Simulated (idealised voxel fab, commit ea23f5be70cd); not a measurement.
process module | voxel self aligned contacts
cross-section cut | 200 nm wide | cells 5 nm
A cross-section is a grid of square cells, given in bands from the top down. A band is one or more rows of cells.
Each band's line starts with the height of the band's top and of its bottom, in nm. Then come its materials from left to right, each with its width in nm. One material with "throughout" fills the band from edge to edge. "air" is empty space.
Height 0 is the level under which the wafer as received is all one material. The lowest band goes on downwards, as in "0 down".
A width such as "30 to 40" changes by the same amount from each row of cells to the next, from the band's top row to its bottom row.
"no change" after a step means that no cell of the cross-section changed.
closed voids: empty space of 8 cells or more with no open way to the top, each as width x height at its distance from the left edge, in nm
after a step's settings: what the simulator itself notes on the step
overlay nm, on a step with a mask: how far to the right of its planned place the mask lay; to the left if negative
Each pair below shows a cross-section before one step and the cross-section after it, down to the lowest band that changed. The line under each pair gives the step between them, with its settings. The pairs can come from different runs of this module on the same starting wafer, so a pair continues from the pair above only where its "before" says so.
before
  0 down: Si throughout
  closed voids: none
after
  0 to -5: SiO2 throughout
  below -5: unchanged
  closed voids: none
the step between: op OXIDIZE | depth nm 5
before: the cross-section after the pair above
after
  30 to 0: polySi throughout
  below 0: unchanged
  closed voids: none
the step between: op DIRECTIONAL_DEP | material polySi | thk nm 30
before: the cross-section after the pair above
after
  50 to 30: SiN throughout
  below 30: unchanged
  closed voids: none
the step between: op DIRECTIONAL_DEP | material SiN | thk nm 20
before: the cross-section after the pair above
after
  50 to 30: air 50 | SiN 30 | air 35 | SiN 30 | air 55
  below 30: unchanged
  closed voids: none
the step between: op MASKED_ETCH | tone cover | mask id GATE | width nm 30 | pitch nm 65 | etch materials SiN | depth nm 20 | overlay nm 0
before: the cross-section after the pair above
after
  50 to 30: air 50 | SiN 30 | air 35 | SiN 30 | air 55
  30 to 0: air 50 | polySi 30 | air 35 | polySi 30 | air 55
  below 0: unchanged
  closed voids: none
the step between: op MASKED_ETCH | tone cover | mask id GATE | width nm 30 | pitch nm 65 | etch materials polySi | depth nm 30 | overlay nm 0
before: the cross-section after the pair above
after
  60 to 30: air 40 | SiN 50 | air 15 | SiN 50 | air 45
  30 to 10: air 40 | SiN 10 | polySi 30 | SiN 10 | air 15 | SiN 10 | polySi 30 | SiN 10 | air 45
  10 to 0: SiN 50 | polySi 30 | SiN 35 | polySi 30 | SiN 55
  below 0: unchanged
  closed voids: none
the step between: op CONFORMAL_DEP | material SiN | thk nm 10
before: the cross-section after the pair above
after
  50 to 30: air 40 | SiN 50 | air 15 | SiN 50 | air 45
  30 to 0: air 40 | SiN 10 | polySi 30 | SiN 10 | air 15 | SiN 10 | polySi 30 | SiN 10 | air 45
  below 0: unchanged
  closed voids: none
the step between: op DIRECTIONAL_ETCH | etch materials SiN | depth nm 10
before: the cross-section after the pair above
after
  70 to 50: SiO2 throughout
  50 to 30: SiO2 40 | SiN 50 | SiO2 15 | SiN 50 | SiO2 45
  30 to 0: SiO2 40 | SiN 10 | polySi 30 | SiN 10 | SiO2 15 | SiN 10 | polySi 30 | SiN 10 | SiO2 45
  below 0: unchanged
  closed voids: none
the step between: op FILL_DEP | material SiO2 | thk nm 20
before: the cross-section after the pair above
after
  60 to 50: SiO2 throughout
  below 50: unchanged
  closed voids: none
the step between: op CMP | height nm 60
before: the cross-section after the pair above
after
  80 to 60: resist 75 | air 45 | resist 80
  below 60: unchanged
  closed voids: none
the step between: op PATTERN | tone open | mask id CONTACT | material resist | width nm 45 | thk nm 20 | overlay nm 0
before: the cross-section after the pair above
after
  80 to 60: resist 75 | air 45 | resist 80
  60 to 50: SiO2 75 | air 45 | SiO2 80
  50 to 30: SiO2 40 | SiN 50 | air 15 | SiN 50 | SiO2 45
  30 to 0: SiO2 40 | SiN 10 | polySi 30 | SiN 10 | air 15 | SiN 10 | polySi 30 | SiN 10 | SiO2 45
  0 to -5: SiO2 90 | air 15 | SiO2 95
  below -5: unchanged
  closed voids: none
the step between: op DIRECTIONAL_ETCH | etch materials SiO2 | depth nm 65
before: the cross-section after the pair above
after
  60 to 50: SiO2 75 | air 45 | SiO2 80
  below 50: unchanged
  closed voids: none
the step between: op STRIP | etch materials resist
before: the cross-section after the pair above
after
  65 to 60: TiN 80 | air 35 | TiN 85
  60 to 50: SiO2 75 | TiN 5 to 20 | air 35 to 5 | TiN 5 to 20 | SiO2 80
  50 to 30: SiO2 40 | SiN 50 | TiN 5 | air 5 | TiN 5 | SiN 50 | SiO2 45
  30 to 0: SiO2 40 | SiN 10 | polySi 30 | SiN 10 | TiN 5 | air 5 | TiN 5 | SiN 10 | polySi 30 | SiN 10 | SiO2 45
  0 to -5: SiO2 90 | TiN 15 | SiO2 95
  below -5: unchanged
  closed voids: none
the step between: op CONFORMAL_DEP | material TiN | thk nm 5
before: the cross-section after the pair above
after
  75 to 65: W throughout
  65 to 60: TiN 80 | W 35 | TiN 85
  60 to 50: SiO2 75 | TiN 5 to 20 | W 35 to 5 | TiN 5 to 20 | SiO2 80
  50 to 30: SiO2 40 | SiN 50 | TiN 5 | W 5 | TiN 5 | SiN 50 | SiO2 45
  30 to 0: SiO2 40 | SiN 10 | polySi 30 | SiN 10 | TiN 5 | W 5 | TiN 5 | SiN 10 | polySi 30 | SiN 10 | SiO2 45
  below 0: unchanged
  closed voids: none
the step between: op FILL_DEP | material W | thk nm 10
before: the cross-section after the pair above
after
  60 to 50: SiO2 75 | TiN 5 to 20 | W 35 to 5 | TiN 5 to 20 | SiO2 80
  below 50: unchanged
  closed voids: none
the step between: op CMP | height nm 60
before: the cross-section after the pair above
after
  65 to 60: SiN throughout
  below 60: unchanged
  closed voids: none
the step between: op CONFORMAL_DEP | material SiN | thk nm 5
before
  75 to 65: W throughout
  65 to 60: TiN 80 | W 35 | TiN 85
  60 to 50: SiO2 75 | TiN 5 to 20 | W 35 to 5 | TiN 5 to 20 | SiO2 80
  50 to 30: SiO2 40 | SiN 50 | TiN 5 | W 5 | TiN 5 | SiN 50 | SiO2 45
  30 to 0: SiO2 40 | SiN 10 | polySi 30 | SiN 10 | TiN 5 | W 5 | TiN 5 | SiN 10 | polySi 30 | SiN 10 | SiO2 45
  0 to -5: SiO2 90 | TiN 15 | SiO2 95
  -5 down: Si throughout
  closed voids: none
after
  80 to 75: SiN throughout
  below 75: unchanged
  closed voids: none
the step between: op CONFORMAL_DEP | material SiN | thk nm 5
before
  50 to 30: SiN throughout
  30 to 0: polySi throughout
  0 to -5: SiO2 throughout
  -5 down: Si throughout
  closed voids: none
after
  70 to 30: SiN throughout
  below 30: unchanged
  closed voids: none
the step between: op DIRECTIONAL_DEP | material SiN | thk nm 20
before: the cross-section after the pair above
after
  70 to 50: air 50 | SiN 30 | air 35 | SiN 30 | air 55
  below 50: unchanged
  closed voids: none
the step between: op MASKED_ETCH | tone cover | mask id GATE | width nm 30 | pitch nm 65 | etch materials SiN | depth nm 20 | overlay nm 0
before: the cross-section after the pair above
after
  80 to 60: air 40 | SiN 50 | air 15 | SiN 50 | air 45
  60 to 30: SiN throughout
  below 30: unchanged
  closed voids: none
the step between: op CONFORMAL_DEP | material SiN | thk nm 10
before: the cross-section after the pair above
after
  70 to 50: air 40 | SiN 50 | air 15 | SiN 50 | air 45
  below 50: unchanged
  closed voids: none
the step between: op DIRECTIONAL_ETCH | etch materials SiN | depth nm 10
before: the cross-section after the pair above
after
  90 to 70: SiO2 throughout
  70 to 50: SiO2 40 | SiN 50 | SiO2 15 | SiN 50 | SiO2 45
  below 50: unchanged
  closed voids: none
the step between: op FILL_DEP | material SiO2 | thk nm 20
before: the cross-section after the pair above
after
  60 to 50: SiO2 40 | SiN 50 | SiO2 15 | SiN 50 | SiO2 45
  below 50: unchanged
  closed voids: none
the step between: op CMP | height nm 60
before: the cross-section after the pair above
after
  80 to 60: resist 75 | air 45 | resist 80
  below 60: unchanged
  closed voids: none
the step between: op PATTERN | tone open | mask id CONTACT | material resist | width nm 45 | thk nm 20 | overlay nm 0
before: the cross-section after the pair above
after
  80 to 60: resist 75 | air 45 | resist 80
  60 to 50: SiO2 40 | SiN 50 | air 15 | SiN 50 | SiO2 45
  below 50: unchanged
  closed voids: none
the step between: op DIRECTIONAL_ETCH | etch materials SiO2 | depth nm 65
before: the cross-section after the pair above
after
  60 to 50: SiO2 40 | SiN 50 | air 15 | SiN 50 | SiO2 45
  below 50: unchanged
  closed voids: none
the step between: op STRIP | etch materials resist
before: the cross-section after the pair above
after
  65 to 60: TiN 95 | air 5 | TiN 100
  60 to 55: SiO2 40 | SiN 50 | TiN 5 | air 5 | TiN 5 | SiN 50 | SiO2 45
  55 to 50: SiO2 40 | SiN 50 | TiN 15 | SiN 50 | SiO2 45
  below 50: unchanged
  closed voids: none
the step between: op CONFORMAL_DEP | material TiN | thk nm 5
before: the cross-section after the pair above
after
  75 to 65: W throughout
  65 to 60: TiN 95 | W 5 | TiN 100
  60 to 55: SiO2 40 | SiN 50 | TiN 5 | W 5 | TiN 5 | SiN 50 | SiO2 45
  below 55: unchanged
  closed voids: none
the step between: op FILL_DEP | material W | thk nm 10
before: the cross-section after the pair above
after
  60 to 55: SiO2 40 | SiN 50 | TiN 5 | W 5 | TiN 5 | SiN 50 | SiO2 45
  below 55: unchanged
  closed voids: none
the step between: op CMP | height nm 60
before: the cross-section after the pair above
after
  65 to 60: SiN throughout
  below 60: unchanged
  closed voids: none
the step between: op CONFORMAL_DEP | material SiN | thk nm 5
before
  0 down: Si throughout
  closed voids: none
after
  30 to 0: polySi throughout
  below 0: unchanged
  closed voids: none
the step between: op DIRECTIONAL_DEP | material polySi | thk nm 30
before: the cross-section after the pair above
after
  30 to 25: SiO2 throughout
  below 25: unchanged
  closed voids: none
the step between: op OXIDIZE | depth nm 5
before: the cross-section after the pair above
after
  50 to 30: SiN throughout
  below 30: unchanged
  closed voids: none
the step between: op DIRECTIONAL_DEP | material SiN | thk nm 20
before: the cross-section after the pair above
after
  50 to 30: air 50 | SiN 30 | air 35 | SiN 30 | air 55
  below 30: unchanged
  closed voids: none
the step between: op MASKED_ETCH | tone cover | mask id GATE | width nm 30 | pitch nm 65 | etch materials SiN | depth nm 20 | overlay nm 0
before: the cross-section after the pair above
after
  60 to 40: air 40 | SiN 50 | air 15 | SiN 50 | air 45
  40 to 30: SiN throughout
  below 30: unchanged
  closed voids: none
the step between: op CONFORMAL_DEP | material SiN | thk nm 10
before: the cross-section after the pair above
after
  50 to 30: air 40 | SiN 50 | air 15 | SiN 50 | air 45
  below 30: unchanged
  closed voids: none
the step between: op DIRECTIONAL_ETCH | etch materials SiN | depth nm 10
before: the cross-section after the pair above
after
  70 to 50: SiO2 throughout
  50 to 30: SiO2 40 | SiN 50 | SiO2 15 | SiN 50 | SiO2 45
  below 30: unchanged
  closed voids: none
the step between: op FILL_DEP | material SiO2 | thk nm 20
before: the cross-section after the pair above
after
  60 to 50: SiO2 throughout
  below 50: unchanged
  closed voids: none
the step between: op CMP | height nm 60
before: the cross-section after the pair above
after
  80 to 60: resist 75 | air 45 | resist 80
  below 60: unchanged
  closed voids: none
the step between: op PATTERN | tone open | mask id CONTACT | material resist | width nm 45 | thk nm 20 | overlay nm 0
before: the cross-section after the pair above
after
  80 to 60: resist 75 | air 45 | resist 80
  60 to 50: SiO2 75 | air 45 | SiO2 80
  50 to 30: SiO2 40 | SiN 50 | air 15 | SiN 50 | SiO2 45
  30 to 25: SiO2 90 | air 15 | SiO2 95
  below 25: unchanged
  closed voids: none
the step between: op DIRECTIONAL_ETCH | etch materials SiO2 | depth nm 65
before: the cross-section after the pair above
after
  60 to 50: SiO2 75 | air 45 | SiO2 80
  below 50: unchanged
  closed voids: none
the step between: op STRIP | etch materials resist
before: the cross-section after the pair above
after
  65 to 60: TiN 80 | air 35 | TiN 85
  60 to 50: SiO2 75 | TiN 5 to 20 | air 35 to 5 | TiN 5 to 20 | SiO2 80
  50 to 30: SiO2 40 | SiN 50 | TiN 5 | air 5 | TiN 5 | SiN 50 | SiO2 45
  30 to 25: SiO2 90 | TiN 15 | SiO2 95
  below 25: unchanged
  closed voids: none
the step between: op CONFORMAL_DEP | material TiN | thk nm 5
before: the cross-section after the pair above
after
  75 to 65: W throughout
  65 to 60: TiN 80 | W 35 | TiN 85
  60 to 50: SiO2 75 | TiN 5 to 20 | W 35 to 5 | TiN 5 to 20 | SiO2 80
  50 to 30: SiO2 40 | SiN 50 | TiN 5 | W 5 | TiN 5 | SiN 50 | SiO2 45
  below 30: unchanged
  closed voids: none
the step between: op FILL_DEP | material W | thk nm 10
before: the cross-section after the pair above
after
  60 to 50: SiO2 75 | TiN 5 to 20 | W 35 to 5 | TiN 5 to 20 | SiO2 80
  below 50: unchanged
  closed voids: none
the step between: op CMP | height nm 60
before: the cross-section after the pair above
after
  65 to 60: SiN throughout
  below 60: unchanged
  closed voids: none
the step between: op CONFORMAL_DEP | material SiN | thk nm 5
before
  50 to 30: SiN throughout
  30 to 0: polySi throughout
  0 to -5: SiO2 throughout
  -5 down: Si throughout
  closed voids: none
after
  50 to 40: air 50 | SiN 30 | air 35 | SiN 30 | air 55
  below 40: unchanged
  closed voids: none
the step between: op MASKED_ETCH | tone cover | mask id GATE | width nm 30 | pitch nm 65 | etch materials SiN | depth nm 10 | overlay nm 0
before: the cross-section after the pair above
after
  60 to 50: air 40 | SiN 50 | air 15 | SiN 50 | air 45
  50 to 30: SiN throughout
  below 30: unchanged
  closed voids: none
the step between: op CONFORMAL_DEP | material SiN | thk nm 10
before: the cross-section after the pair above
after
  50 to 40: air 40 | SiN 50 | air 15 | SiN 50 | air 45
  below 40: unchanged
  closed voids: none
the step between: op DIRECTIONAL_ETCH | etch materials SiN | depth nm 10
before: the cross-section after the pair above
after
  70 to 50: SiO2 throughout
  50 to 40: SiO2 40 | SiN 50 | SiO2 15 | SiN 50 | SiO2 45
  below 40: unchanged
  closed voids: none
the step between: op FILL_DEP | material SiO2 | thk nm 20
before: the cross-section after the pair above
after
  60 to 50: SiO2 throughout
  below 50: unchanged
  closed voids: none
the step between: op CMP | height nm 60
before: the cross-section after the pair above
after
  80 to 60: resist 75 | air 45 | resist 80
  below 60: unchanged
  closed voids: none
the step between: op PATTERN | tone open | mask id CONTACT | material resist | width nm 45 | thk nm 20 | overlay nm 0
before: the cross-section after the pair above
after
  80 to 60: resist 75 | air 45 | resist 80
  60 to 50: SiO2 75 | air 45 | SiO2 80
  50 to 40: SiO2 40 | SiN 50 | air 15 | SiN 50 | SiO2 45
  below 40: unchanged
  closed voids: none
the step between: op DIRECTIONAL_ETCH | etch materials SiO2 | depth nm 65
before: the cross-section after the pair above
after
  60 to 50: SiO2 75 | air 45 | SiO2 80
  below 50: unchanged
  closed voids: none
the step between: op STRIP | etch materials resist
before: the cross-section after the pair above
after
  65 to 60: TiN 80 | air 35 | TiN 85
  60 to 50: SiO2 75 | TiN 5 to 20 | air 35 to 5 | TiN 5 to 20 | SiO2 80
  50 to 45: SiO2 40 | SiN 50 | TiN 5 | air 5 | TiN 5 | SiN 50 | SiO2 45
  45 to 40: SiO2 40 | SiN 50 | TiN 15 | SiN 50 | SiO2 45
  below 40: unchanged
  closed voids: none
the step between: op CONFORMAL_DEP | material TiN | thk nm 5
before: the cross-section after the pair above
after
  75 to 65: W throughout
  65 to 60: TiN 80 | W 35 | TiN 85
  60 to 50: SiO2 75 | TiN 5 to 20 | W 35 to 5 | TiN 5 to 20 | SiO2 80
  50 to 45: SiO2 40 | SiN 50 | TiN 5 | W 5 | TiN 5 | SiN 50 | SiO2 45
  below 45: unchanged
  closed voids: none
the step between: op FILL_DEP | material W | thk nm 10
before: the cross-section after the pair above
after
  60 to 50: SiO2 75 | TiN 5 to 20 | W 35 to 5 | TiN 5 to 20 | SiO2 80
  below 50: unchanged
  closed voids: none
the step between: op CMP | height nm 60
before: the cross-section after the pair above
after
  65 to 60: SiN throughout
  below 60: unchanged
  closed voids: none
the step between: op CONFORMAL_DEP | material SiN | thk nm 5
before
  50 to 30: SiN throughout
  30 to 0: polySi throughout
  0 to -5: SiO2 throughout
  -5 down: Si throughout
  closed voids: none
after
  50 to 30: air 45 | SiN 40 | air 25 | SiN 40 | air 50
  below 30: unchanged
  closed voids: none
the step between: op MASKED_ETCH | tone cover | mask id GATE | width nm 40 | pitch nm 65 | etch materials SiN | depth nm 20 | overlay nm 0
before: the cross-section after the pair above
after
  50 to 30: air 45 | SiN 40 | air 25 | SiN 40 | air 50
  30 to 0: air 45 | polySi 40 | air 25 | polySi 40 | air 50
  below 0: unchanged
  closed voids: none
the step between: op MASKED_ETCH | tone cover | mask id GATE | width nm 30 | pitch nm 65 | etch materials polySi | depth nm 30 | overlay nm 0
before: the cross-section after the pair above
after
  60 to 30: air 35 | SiN 60 | air 5 | SiN 60 | air 40
  30 to 10: air 35 | SiN 10 | polySi 40 | SiN 10 | air 5 | SiN 10 | polySi 40 | SiN 10 | air 40
  10 to 0: SiN 45 | polySi 40 | SiN 25 | polySi 40 | SiN 50
  below 0: unchanged
  closed voids: none
the step between: op CONFORMAL_DEP | material SiN | thk nm 10
before: the cross-section after the pair above
after
  50 to 30: air 35 | SiN 60 | air 5 | SiN 60 | air 40
  30 to 0: air 35 | SiN 10 | polySi 40 | SiN 10 | air 5 | SiN 10 | polySi 40 | SiN 10 | air 40
  below 0: unchanged
  closed voids: none
the step between: op DIRECTIONAL_ETCH | etch materials SiN | depth nm 10
before: the cross-section after the pair above
after
  70 to 50: SiO2 throughout
  50 to 30: SiO2 35 | SiN 60 | SiO2 5 | SiN 60 | SiO2 40
  30 to 0: SiO2 35 | SiN 10 | polySi 40 | SiN 10 | SiO2 5 | SiN 10 | polySi 40 | SiN 10 | SiO2 40
  below 0: unchanged
  closed voids: none
the step between: op FILL_DEP | material SiO2 | thk nm 20
before: the cross-section after the pair above
after
  60 to 50: SiO2 throughout
  below 50: unchanged
  closed voids: none
the step between: op CMP | height nm 60
before: the cross-section after the pair above
after
  80 to 60: resist 75 | air 45 | resist 80
  below 60: unchanged
  closed voids: none
the step between: op PATTERN | tone open | mask id CONTACT | material resist | width nm 45 | thk nm 20 | overlay nm 0
before: the cross-section after the pair above
after
  80 to 60: resist 75 | air 45 | resist 80
  60 to 50: SiO2 75 | air 45 | SiO2 80
  50 to 30: SiO2 35 | SiN 60 | air 5 | SiN 60 | SiO2 40
  30 to 0: SiO2 35 | SiN 10 | polySi 40 | SiN 10 | air 5 | SiN 10 | polySi 40 | SiN 10 | SiO2 40
  0 to -5: SiO2 95 | air 5 | SiO2 100
  below -5: unchanged
  closed voids: none
the step between: op DIRECTIONAL_ETCH | etch materials SiO2 | depth nm 65
before: the cross-section after the pair above
after
  60 to 50: SiO2 75 | air 45 | SiO2 80
  below 50: unchanged
  closed voids: none
the step between: op STRIP | etch materials resist
before: the cross-section after the pair above
after
  65 to 60: TiN 80 | air 35 | TiN 85
  60 to 55: SiO2 75 | TiN 5 | air 35 | TiN 5 | SiO2 80
  55 to 50: SiO2 75 | TiN 45 | SiO2 80
  50 to 30: SiO2 35 | SiN 60 | TiN 5 | SiN 60 | SiO2 40
  30 to 0: SiO2 35 | SiN 10 | polySi 40 | SiN 10 | TiN 5 | SiN 10 | polySi 40 | SiN 10 | SiO2 40
  0 to -5: SiO2 95 | TiN 5 | SiO2 100
  below -5: unchanged
  closed voids: none
the step between: op CONFORMAL_DEP | material TiN | thk nm 5
before: the cross-section after the pair above
after
  75 to 65: W throughout
  65 to 60: TiN 80 | W 35 | TiN 85
  60 to 55: SiO2 75 | TiN 5 | W 35 | TiN 5 | SiO2 80
  below 55: unchanged
  closed voids: none
the step between: op FILL_DEP | material W | thk nm 10
before: the cross-section after the pair above
after
  60 to 55: SiO2 75 | TiN 5 | W 35 | TiN 5 | SiO2 80
  below 55: unchanged
  closed voids: none
the step between: op CMP | height nm 60
before: the cross-section after the pair above
after
  65 to 60: SiN throughout
  below 60: unchanged
  closed voids: none
the step between: op CONFORMAL_DEP | material SiN | thk nm 5
before
  50 to 30: SiN throughout
  30 to 0: polySi throughout
  0 to -5: SiO2 throughout
  -5 down: Si throughout
  closed voids: none
after
  50 to 30: air 40 | SiN 30 | air 35 | SiN 30 | air 65
  below 30: unchanged
  closed voids: none
the step between: op MASKED_ETCH | tone cover | mask id GATE | width nm 30 | pitch nm 65 | etch materials SiN | depth nm 20 | overlay nm -10
before: the cross-section after the pair above
after
  50 to 30: air 40 | SiN 30 | air 35 | SiN 30 | air 65
  30 to 0: air 40 | polySi 40 | air 25 | polySi 40 | air 55
  below 0: unchanged
  closed voids: none
the step between: op MASKED_ETCH | tone cover | mask id GATE | width nm 30 | pitch nm 65 | etch materials polySi | depth nm 30 | overlay nm 0
before: the cross-section after the pair above
after
  60 to 40: air 30 | SiN 50 | air 15 | SiN 50 | air 55
  40 to 30: air 30 | SiN 60 | air 5 | SiN 60 | air 45
  30 to 10: air 30 | SiN 10 | polySi 40 | SiN 10 | air 5 | SiN 10 | polySi 40 | SiN 10 | air 45
  10 to 0: SiN 40 | polySi 40 | SiN 25 | polySi 40 | SiN 55
  below 0: unchanged
  closed voids: none
the step between: op CONFORMAL_DEP | material SiN | thk nm 10
before: the cross-section after the pair above
after
  50 to 30: air 30 | SiN 50 | air 15 | SiN 50 | air 55
  30 to 0: air 30 | SiN 10 | polySi 40 | SiN 10 | air 5 | SiN 10 | polySi 40 | SiN 10 | air 45
  below 0: unchanged
  closed voids: none
the step between: op DIRECTIONAL_ETCH | etch materials SiN | depth nm 10
before: the cross-section after the pair above
after
  70 to 50: SiO2 throughout
  50 to 30: SiO2 30 | SiN 50 | SiO2 15 | SiN 50 | SiO2 55
  30 to 0: SiO2 30 | SiN 10 | polySi 40 | SiN 10 | SiO2 5 | SiN 10 | polySi 40 | SiN 10 | SiO2 45
  below 0: unchanged
  closed voids: none
the step between: op FILL_DEP | material SiO2 | thk nm 20
before: the cross-section after the pair above
after
  60 to 50: SiO2 throughout
  below 50: unchanged
  closed voids: none
the step between: op CMP | height nm 60
before: the cross-section after the pair above
after
  80 to 60: resist 75 | air 45 | resist 80
  below 60: unchanged
  closed voids: none
the step between: op PATTERN | tone open | mask id CONTACT | material resist | width nm 45 | thk nm 20 | overlay nm 0
before: the cross-section after the pair above
after
  80 to 60: resist 75 | air 45 | resist 80
  60 to 50: SiO2 75 | air 45 | SiO2 80
  50 to 30: SiO2 30 | SiN 50 | air 15 | SiN 50 | SiO2 55
  30 to 0: SiO2 30 | SiN 10 | polySi 40 | SiN 10 | air 5 | SiN 10 | polySi 40 | SiN 10 | SiO2 45
  0 to -5: SiO2 90 | air 5 | SiO2 105
  below -5: unchanged
  closed voids: none
the step between: op DIRECTIONAL_ETCH | etch materials SiO2 | depth nm 65
before: the cross-section after the pair above
after
  60 to 50: SiO2 75 | air 45 | SiO2 80
  below 50: unchanged
  closed voids: none
the step between: op STRIP | etch materials resist
before: the cross-section after the pair above
after
  65 to 60: TiN 80 | air 35 | TiN 85
  60 to 50: SiO2 75 | TiN 5 to 10 | air 35 to 5 | TiN 5 to 30 | SiO2 80
  50 to 35: SiO2 30 | SiN 50 | TiN 5 | air 5 | TiN 5 | SiN 50 | SiO2 55
  35 to 30: SiO2 30 | SiN 50 | TiN 15 | SiN 50 | SiO2 55
  30 to 0: SiO2 30 | SiN 10 | polySi 40 | SiN 10 | TiN 5 | SiN 10 | polySi 40 | SiN 10 | SiO2 45
  0 to -5: SiO2 90 | TiN 5 | SiO2 105
  below -5: unchanged
  closed voids: none
the step between: op CONFORMAL_DEP | material TiN | thk nm 5
before: the cross-section after the pair above
after
  75 to 65: W throughout
  65 to 60: TiN 80 | W 35 | TiN 85
  60 to 50: SiO2 75 | TiN 5 to 10 | W 35 to 5 | TiN 5 to 30 | SiO2 80
  50 to 35: SiO2 30 | SiN 50 | TiN 5 | W 5 | TiN 5 | SiN 50 | SiO2 55
  below 35: unchanged
  closed voids: none
the step between: op FILL_DEP | material W | thk nm 10
before: the cross-section after the pair above
after
  60 to 50: SiO2 75 | TiN 5 to 10 | W 35 to 5 | TiN 5 to 30 | SiO2 80
  below 50: unchanged
  closed voids: none
the step between: op CMP | height nm 60
before: the cross-section after the pair above
after
  65 to 60: SiN throughout
  below 60: unchanged
  closed voids: none
the step between: op CONFORMAL_DEP | material SiN | thk nm 5
before
  30 to 0: polySi throughout
  0 to -5: SiO2 throughout
  -5 down: Si throughout
  closed voids: none
after
  50 to 30: W throughout
  below 30: unchanged
  closed voids: none
the step between: op DIRECTIONAL_DEP | material W | thk nm 20
before: the cross-section after the pair above
after
  60 to 50: SiN throughout
  below 50: unchanged
  closed voids: none
the step between: op CONFORMAL_DEP | material SiN | thk nm 10
before: the cross-section after the pair above
after
  50 to 30: W throughout
  below 30: unchanged
  closed voids: none
the step between: op DIRECTIONAL_ETCH | etch materials SiN | depth nm 10
before: the cross-section after the pair above
after
  70 to 50: SiO2 throughout
  below 50: unchanged
  closed voids: none
the step between: op FILL_DEP | material SiO2 | thk nm 20
before: the cross-section after the pair above
after
  60 to 50: SiO2 throughout
  below 50: unchanged
  closed voids: none
the step between: op CMP | height nm 60
before: the cross-section after the pair above
after
  80 to 60: resist 75 | air 45 | resist 80
  below 60: unchanged
  closed voids: none
the step between: op PATTERN | tone open | mask id CONTACT | material resist | width nm 45 | thk nm 20 | overlay nm 0
before: the cross-section after the pair above
after
  80 to 60: resist 75 | air 45 | resist 80
  60 to 50: SiO2 75 | air 45 | SiO2 80
  below 50: unchanged
  closed voids: none
the step between: op DIRECTIONAL_ETCH | etch materials SiO2 | depth nm 65
before: the cross-section after the pair above
after
  60 to 50: SiO2 75 | air 45 | SiO2 80
  below 50: unchanged
  closed voids: none
the step between: op STRIP | etch materials resist
before: the cross-section after the pair above
after
  65 to 60: TiN 80 | air 35 | TiN 85
  60 to 55: SiO2 75 | TiN 5 | air 35 | TiN 5 | SiO2 80
  55 to 50: SiO2 75 | TiN 45 | SiO2 80
  below 50: unchanged
  closed voids: none
the step between: op CONFORMAL_DEP | material TiN | thk nm 5
before: the cross-section after the pair above
after
  75 to 65: W throughout
  65 to 60: TiN 80 | W 35 | TiN 85
  60 to 55: SiO2 75 | TiN 5 | W 35 | TiN 5 | SiO2 80
  below 55: unchanged
  closed voids: none
the step between: op FILL_DEP | material W | thk nm 10
before: the cross-section after the pair above
after
  60 to 55: SiO2 75 | TiN 5 | W 35 | TiN 5 | SiO2 80
  below 55: unchanged
  closed voids: none
the step between: op CMP | height nm 60
before: the cross-section after the pair above
after
  65 to 60: SiN throughout
  below 60: unchanged
  closed voids: none
the step between: op CONFORMAL_DEP | material SiN | thk nm 5
before
  60 to 50: SiO2 throughout
  50 to 30: SiO2 40 | SiN 50 | SiO2 15 | SiN 50 | SiO2 45
  30 to 0: SiO2 40 | SiN 10 | polySi 30 | SiN 10 | SiO2 15 | SiN 10 | polySi 30 | SiN 10 | SiO2 45
  0 to -5: SiO2 throughout
  -5 down: Si throughout
  closed voids: none
after
  80 to 60: air 75 | resist 45 | air 80
  below 60: unchanged
  closed voids: none
the step between: op PATTERN | tone cover | mask id CONTACT | material resist | width nm 45 | thk nm 20 | overlay nm 0
before: the cross-section after the pair above
after
  80 to 60: air 75 | resist 45 | air 80
  60 to 50: air 75 | SiO2 45 | air 80
  50 to 30: air 40 | SiN 50 | SiO2 15 | SiN 50 | air 45
  30 to 0: air 40 | SiN 10 | polySi 30 | SiN 10 | SiO2 15 | SiN 10 | polySi 30 | SiN 10 | air 45
  0 to -5: air 40 | SiO2 115 | air 45
  below -5: unchanged
  closed voids: none
the step between: op DIRECTIONAL_ETCH | etch materials SiO2 | depth nm 65
before: the cross-section after the pair above
after
  60 to 50: air 75 | SiO2 45 | air 80
  below 50: unchanged
  closed voids: none
the step between: op STRIP | etch materials resist
before: the cross-section after the pair above
after
  65 to 60: air 70 | TiN 55 | air 75
  60 to 50: air 70 to 35 | TiN 5 to 40 | SiO2 45 | TiN 5 to 40 | air 75 to 40
  50 to 30: air 35 | TiN 5 | SiN 50 | SiO2 15 | SiN 50 | TiN 5 | air 40
  30 to 0: air 35 | TiN 5 | SiN 10 | polySi 30 | SiN 10 | SiO2 15 | SiN 10 | polySi 30 | SiN 10 | TiN 5 | air 40
  0 to -5: TiN 40 | SiO2 115 | TiN 45
  below -5: unchanged
  closed voids: none
the step between: op CONFORMAL_DEP | material TiN | thk nm 5
before: the cross-section after the pair above
after
  75 to 65: W throughout
  65 to 60: W 70 | TiN 55 | W 75
  60 to 50: W 70 to 35 | TiN 5 to 40 | SiO2 45 | TiN 5 to 40 | W 75 to 40
  50 to 30: W 35 | TiN 5 | SiN 50 | SiO2 15 | SiN 50 | TiN 5 | W 40
  30 to 0: W 35 | TiN 5 | SiN 10 | polySi 30 | SiN 10 | SiO2 15 | SiN 10 | polySi 30 | SiN 10 | TiN 5 | W 40
  below 0: unchanged
  closed voids: none
the step between: op FILL_DEP | material W | thk nm 10
before: the cross-section after the pair above
after
  60 to 50: W 70 to 35 | TiN 5 to 40 | SiO2 45 | TiN 5 to 40 | W 75 to 40
  below 50: unchanged
  closed voids: none
the step between: op CMP | height nm 60
before: the cross-section after the pair above
after
  65 to 60: SiN throughout
  below 60: unchanged
  closed voids: none
the step between: op CONFORMAL_DEP | material SiN | thk nm 5
